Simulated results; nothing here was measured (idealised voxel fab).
The following is a process module called voxel self aligned vias.
Section shown: cut. Width: 185 nm. Cell size: 5 nm, square.
A cross-section in this document is a grid of square cells, and it is written down as bands, the top band listed before the ones below it; a band is made up of one or more rows of cells. Quick guide to a band line: top height, bottom height (nm) up front; then every material left to right with its width in nm. Only one material and it's marked "throughout"? Then it fills the band edge to edge. And "blank" just means empty space. Heads up on the height convention: 0 is the point under which the incoming wafer is all one material, and the lowest band has no bottom, it just keeps going down, like "0 down". With a width like "30 to 40", each row of cells in the band differs from the next by the same amount, the top row carrying the first number and the bottom row the second. You'll sometimes find "all unchanged" written for a step, and that's the way of saying that nowhere in the cross-section did a cell change during that step. "Sealed-off cavities" contains a list of empty spaces, each no smaller than 8 cells and without an open way to the top, written in the form width x height at distance with the distance from the left edge and all three in nm. after a step's settings: what the simulator itself notes on the step. When a step includes a mask, the "overlay nm" setting on its line states how far to the right of its planned place that mask lay, and negative values state how far to the left.

### Below is the list of planned process steps
step 1: RECEIVE, material Si
step 2: CONFORMAL_DEP, material SiO2, thk nm 15
step 3: CONFORMAL_DEP, material SiCN, thk nm 5
step 4: DIRECTIONAL_DEP, material SiO2, thk nm 20
step 5: MASKED_ETCH, tone open, mask id LINES, width nm 25, pitch nm 50, etch materials SiO2, depth nm 20, overlay nm 0
step 6: CONFORMAL_DEP, material TiN, thk nm 5
step 7: FILL_DEP, material W, thk nm 10
step 8: CMP, height nm 40
step 9: SELECTIVE_ETCH, etch materials W Ru TiN, depth nm 5
step 10: FILL_DEP, material SiN, thk nm 10
step 11: CMP, height nm 40
step 12: DIRECTIONAL_DEP, material SiO2, thk nm 20
step 13: MASKED_ETCH, tone open, mask id VIAS, width nm 35, pitch nm 50, etch materials SiO2, depth nm 20, overlay nm 0
step 14: MASKED_ETCH, tone open, mask id VIAS, width nm 35, pitch nm 50, etch materials SiN, depth nm 5, overlay nm 0
step 15: CONFORMAL_DEP, material TiN, thk nm 5
step 16: FILL_DEP, material Cu, thk nm 10
step 17: CMP, height nm 60
step 18: CONFORMAL_DEP, material SiCN, thk nm 5

### Wafer at receipt (post step 1), cross-section
- 0 down  Si throughout
- Sealed-off cavities: none

### The following cross-section depicts the wafer upon conclusion of the module. Processing commenced from the starting condition illustrated above and adhered to the plan illustrated above, save for one mistake in execution
- 65 to 60  SiCN throughout
- 60 to 45  SiO2 25 nm | TiN 5 nm | Cu 25 nm | TiN 5 nm | SiO2 15 nm | TiN 5 nm | Cu 25 nm | TiN 5 nm | SiO2 15 nm | TiN 5 nm | Cu 25 nm | TiN 5 nm | SiO2 25 nm
- 45 to 40  SiO2 25 nm | TiN 10 nm | Cu 15 nm | TiN 10 nm | SiO2 15 nm | TiN 10 nm | Cu 15 nm | TiN 10 nm | SiO2 15 nm | TiN 10 nm | Cu 15 nm | TiN 10 nm | SiO2 25 nm
- 40 to 35  SiO2 30 nm | TiN 25 nm | SiO2 25 nm | TiN 25 nm | SiO2 25 nm | TiN 25 nm | SiO2 30 nm
- 35 to 25  SiO2 30 nm | SiN 25 nm | SiO2 25 nm | SiN 25 nm | SiO2 25 nm | SiN 25 nm | SiO2 30 nm
- 25 to 20  SiO2 30 nm | TiN 25 nm | SiO2 25 nm | TiN 25 nm | SiO2 25 nm | TiN 25 nm | SiO2 30 nm
- 20 to 15  SiCN throughout
- 15 to 0  SiO2 throughout
- 0 down  Si throughout
- Sealed-off cavities: none
In executing the process, a mistake was made relative to the plan: so step 9 ended up running with a different setting than we planned, it ran as SELECTIVE_ETCH, etch materials W Ru TiN, depth nm 15
